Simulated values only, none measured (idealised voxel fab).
You're looking at the process module voxel ribs on slabs.
Section shown: cut. Width: 260 nm. Cell size: 5 nm, square.
Cross-section spec: square-cell grid; bands listed top down; each band is one or more rows. Look at the band entry: it leads with the top's height and the bottom's height in nm. Then it lists the materials left to right, with a width in nm for each. The word "everywhere" on a single material says that material fills the band edge to edge. The word "blank" is empty space. We count height from 0. Below that, the starting wafer is all one material. The lowest band never ends at the bottom but goes on down; see "0..down" for how that is written. Note: "30 to 40" means the width goes from the first number (top row of the band) to the second number (bottom row) in equal steps per row of cells. Reading "no change occurred" for a step: not a cell of the cross-section changed in it. You'll see "closed voids" listing empty spaces that have no way open to the top, as long as they're 8 cells or more; the notation is width x height at distance, where the distance is from the left edge, and all of it is in nm. Whatever follows a step's settings on its line is a remark the simulator itself makes about that step. "overlay nm" on a masked step: distance the mask lay right of its planned place, negative for left.

Below is the list of planned process steps:
step 1: RECEIVE (material Si)
step 2: DIRECTIONAL_DEP (material SiO2; thk nm 30)
step 3: DIRECTIONAL_DEP (material SiN; thk nm 15)
step 4: PATTERN (tone cover; mask id RIB; material resist; width nm 20; thk nm 15; overlay nm 0)
step 5: DIRECTIONAL_ETCH (etch materials SiN; depth nm 10)
step 6: STRIP (etch materials resist)
step 7: PATTERN (tone cover; mask id SLAB; material resist; width nm 50; thk nm 20; overlay nm 0)
step 8: DIRECTIONAL_ETCH (etch materials SiN; depth nm 5)
step 9: STRIP (etch materials resist)
step 10: FILL_DEP (material SiO2; thk nm 20)
step 11: CMP (height nm 60)
step 12: DIRECTIONAL_DEP (material W; thk nm 5)
step 13: PATTERN (tone cover; mask id HEATER; material resist; width nm 30; thk nm 20; overlay nm 0)
step 14: DIRECTIONAL_ETCH (etch materials W; depth nm 5)
step 15: STRIP (etch materials resist)
step 16: CONFORMAL_DEP (material SiN; thk nm 10)
The value of thk nm given for step 12 in the plan refers to the first wafer; the wafers vary in this setting and are alike at the start.

First wafer of several, as received: cross-section after step 1:
- 0..down: Si everywhere
- closed voids: none

Here is the cross-section of the first of several wafers at the end of the module, after its last step, step 16:
- 75..70: 105 of blank, 50 of SiN, 105 of blank
- 70..65: SiN everywhere
- 65..60: 115 of SiN, 30 of W, 115 of SiN
- 60..45: SiO2 everywhere
- 45..35: 120 of SiO2, 20 of SiN, 120 of SiO2
- 35..30: 105 of SiO2, 50 of SiN, 105 of SiO2
- 30..0: SiO2 everywhere
- 0..down: Si everywhere
- closed voids: none

Last wafer x-sec, end of module:
- 90..85: 105 of blank, 50 of SiN, 105 of blank
- 85..80: SiN everywhere
- 80..75: 115 of SiN, 30 of W, 115 of SiN
- 75..60: W everywhere
- 60..45: SiO2 everywhere
- 45..35: 120 of SiO2, 20 of SiN, 120 of SiO2
- 35..30: 105 of SiO2, 50 of SiN, 105 of SiO2
- 30..0: SiO2 everywhere
- 0..down: Si everywhere
- closed voids: none

Where each wafer stands at the end of the module, a row apiece: cells of each material gained (+) or lost (-) since it was received, then closed voids:
thk nm 5, +126 SiN, +606 SiO2, +6 W, closed voids: none
thk nm 10, +126 SiN, +606 SiO2, +58 W, closed voids: none
thk nm 15, +126 SiN, +606 SiO2, +110 W, closed voids: none
thk nm 20, +126 SiN, +606 SiO2, +162 W, closed voids: none
